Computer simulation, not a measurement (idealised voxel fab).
process module | voxel self aligned vias
cross-section cut | 190 nm wide | cells 5 nm
A cross-section is a grid of square cells, given in bands from the top down. A band is one or more rows of cells.
Each band's line starts with the height of the band's top and of its bottom, in nm. Then come its materials from left to right, each with its width in nm. One material with "throughout" fills the band from edge to edge. "air" is empty space.
Height 0 is the level under which the wafer as received is all one material. The lowest band goes on downwards, as in "0 down".
A width such as "30 to 40" changes by the same amount from each row of cells to the next, from the band's top row to its bottom row.
"no change" after a step means that no cell of the cross-section changed.
closed voids: empty space of 8 cells or more with no open way to the top, each as width x height at its distance from the left edge, in nm
after a step's settings: what the simulator itself notes on the step
overlay nm, on a step with a mask: how far to the right of its planned place the mask lay; to the left if negative
plan
1 op RECEIVE | material Si
2 op CONFORMAL_DEP | material SiO2 | thk nm 15
3 op CONFORMAL_DEP | material SiCN | thk nm 5
4 op DIRECTIONAL_DEP | material lowk | thk nm 20
5 op MASKED_ETCH | tone open | mask id LINES | width nm 25 | pitch nm 70 | etch materials lowk | depth nm 20 | overlay nm 0
6 op CONFORMAL_DEP | material TiN | thk nm 5
7 op FILL_DEP | material W | thk nm 5
8 op CMP | height nm 40
9 op SELECTIVE_ETCH | etch materials W Ru TiN | depth nm 5
10 op FILL_DEP | material SiN | thk nm 10
11 op CMP | height nm 40
12 op DIRECTIONAL_DEP | material lowk | thk nm 15
13 op DIRECTIONAL_DEP | material aC | thk nm 10
14 op PATTERN | tone open | mask id VIAS | material resist | width nm 45 | thk nm 25 | overlay nm 0
15 op DIRECTIONAL_ETCH | etch materials aC | depth nm 10
16 op STRIP | etch materials resist
17 op DIRECTIONAL_ETCH | etch materials lowk | depth nm 15
18 op DIRECTIONAL_ETCH | etch materials SiN | depth nm 5
19 op STRIP | etch materials aC
20 op CONFORMAL_DEP | material TiN | thk nm 5
21 op FILL_DEP | material Cu | thk nm 10
22 op CMP | height nm 55
23 op CONFORMAL_DEP | material SiN | thk nm 5
as received, after step 1
  0 down: Si throughout
  closed voids: none
first wafer at the end, as planned
  60 to 55: SiN throughout
  55 to 45: lowk 35 | TiN 5 | Cu 35 | TiN 5 | lowk 110
  45 to 40: lowk 35 | TiN 15 | Cu 15 | TiN 15 | lowk 110
  40 to 35: lowk 45 | TiN 25 | lowk 45 | SiN 25 | lowk 50
  35 to 25: lowk 45 | TiN 5 | W 15 | TiN 5 | lowk 45 | TiN 5 | W 15 | TiN 5 | lowk 50
  25 to 20: lowk 45 | TiN 25 | lowk 45 | TiN 25 | lowk 50
  20 to 15: SiCN throughout
  15 to 0: SiO2 throughout
  0 down: Si throughout
  closed voids: none
second wafer at the end: like start, like plan, one mistake
  60 to 55: SiN throughout
  55 to 40: lowk 35 | TiN 5 | Cu 35 | TiN 5 | lowk 110
  40 to 35: lowk 35 | TiN 45 | lowk 35 | SiN 25 | lowk 50
  35 to 25: lowk 35 to 45 | TiN 15 to 5 | W 15 | TiN 15 to 5 | lowk 35 to 45 | TiN 5 | W 15 | TiN 5 | lowk 50
  25 to 20: lowk 45 | TiN 25 | lowk 45 | TiN 25 | lowk 50
  20 to 15: SiCN throughout
  15 to 0: SiO2 throughout
  0 down: Si throughout
  closed voids: none
what went wrong: step 17 ran as: op DIRECTIONAL_ETCH | etch materials lowk | depth nm 25
at the end the second wafer has, in cells: 4 more of Cu | 4 more of TiN | 8 fewer of lowk
